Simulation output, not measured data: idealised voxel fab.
process module | voxel self aligned vias
cross-section cut | 295 nm wide | cells 5 nm
A cross-section is a grid of square cells, given in bands from the top down. A band is one or more rows of cells.
Each band's line starts with the height of the band's top and of its bottom, in nm. Then come its materials from left to right, each with its width in nm. One material with "throughout" fills the band from edge to edge. "air" is empty space.
Height 0 is the level under which the wafer as received is all one material. The lowest band goes on downwards, as in "0 down".
A width such as "30 to 40" changes by the same amount from each row of cells to the next, from the band's top row to its bottom row.
"no change" after a step means that no cell of the cross-section changed.
closed voids: empty space of 8 cells or more with no open way to the top, each as width x height at its distance from the left edge, in nm
after a step's settings: what the simulator itself notes on the step
overlay nm, on a step with a mask: how far to the right of its planned place the mask lay; to the left if negative
plan
1 op RECEIVE | material Si
2 op CONFORMAL_DEP | material SiO2 | thk nm 10
3 op CONFORMAL_DEP | material SiCN | thk nm 5
4 op DIRECTIONAL_DEP | material SiO2 | thk nm 25
5 op DIRECTIONAL_DEP | material aC | thk nm 15
6 op PATTERN | tone open | mask id LINES | material resist | width nm 30 | pitch nm 65 | thk nm 30 | overlay nm 0
7 op DIRECTIONAL_ETCH | etch materials aC | depth nm 15
8 op STRIP | etch materials resist
9 op DIRECTIONAL_ETCH | etch materials SiO2 | depth nm 25
10 op STRIP | etch materials aC
11 op CONFORMAL_DEP | material TiN | thk nm 5
12 op FILL_DEP | material W | thk nm 5
13 op CMP | height nm 40
14 op SELECTIVE_ETCH | etch materials W Ru TiN | depth nm 5
15 op FILL_DEP | material SiN | thk nm 5
16 op CMP | height nm 40
17 op DIRECTIONAL_DEP | material SiO2 | thk nm 15
18 op DIRECTIONAL_DEP | material aC | thk nm 15
19 op PATTERN | tone open | mask id VIAS | material resist | width nm 40 | thk nm 35 | overlay nm 0
20 op DIRECTIONAL_ETCH | etch materials aC | depth nm 15
21 op STRIP | etch materials resist
22 op DIRECTIONAL_ETCH | etch materials SiO2 | depth nm 15
23 op DIRECTIONAL_ETCH | etch materials SiN | depth nm 5
24 op STRIP | etch materials aC
25 op CONFORMAL_DEP | material TiN | thk nm 5
26 op FILL_DEP | material W | thk nm 5
27 op CMP | height nm 55
28 op CONFORMAL_DEP | material SiN | thk nm 5
as received, after step 1
  0 down: Si throughout
  closed voids: none
first wafer at the end, as planned
  60 to 55: SiN throughout
  55 to 45: SiO2 95 | TiN 5 | W 30 | TiN 5 | SiO2 160
  45 to 40: SiO2 95 | TiN 10 | W 20 | TiN 10 | SiO2 160
  40 to 35: SiO2 100 | TiN 30 | SiO2 35 | SiN 30 | SiO2 100
  35 to 20: SiO2 100 | TiN 5 | W 20 | TiN 5 | SiO2 35 | TiN 5 | W 20 | TiN 5 | SiO2 100
  20 to 15: SiO2 100 | TiN 30 | SiO2 35 | TiN 30 | SiO2 100
  15 to 10: SiCN throughout
  10 to 0: SiO2 throughout
  0 down: Si throughout
  closed voids: none
second wafer at the end: like start, like plan, one mistake
  60 to 55: SiN throughout
  55 to 45: SiO2 95 | TiN 5 | W 30 | TiN 5 | SiO2 160
  45 to 40: SiO2 95 | TiN 15 | W 20 | TiN 5 | SiO2 160
  40 to 35: SiO2 105 | TiN 30 | SiO2 35 | SiN 30 | SiO2 95
  35 to 20: SiO2 105 | TiN 5 | W 20 | TiN 5 | SiO2 35 | TiN 5 | W 20 | TiN 5 | SiO2 95
  20 to 15: SiO2 105 | TiN 30 | SiO2 35 | TiN 30 | SiO2 95
  15 to 10: SiCN throughout
  10 to 0: SiO2 throughout
  0 down: Si throughout
  closed voids: none
what went wrong: step 6 ran as: op PATTERN | tone open | mask id LINES | material resist | width nm 30 | pitch nm 65 | thk nm 30 | overlay nm 5
at the end the second wafer has, in cells: as many of each material as the first, in other places
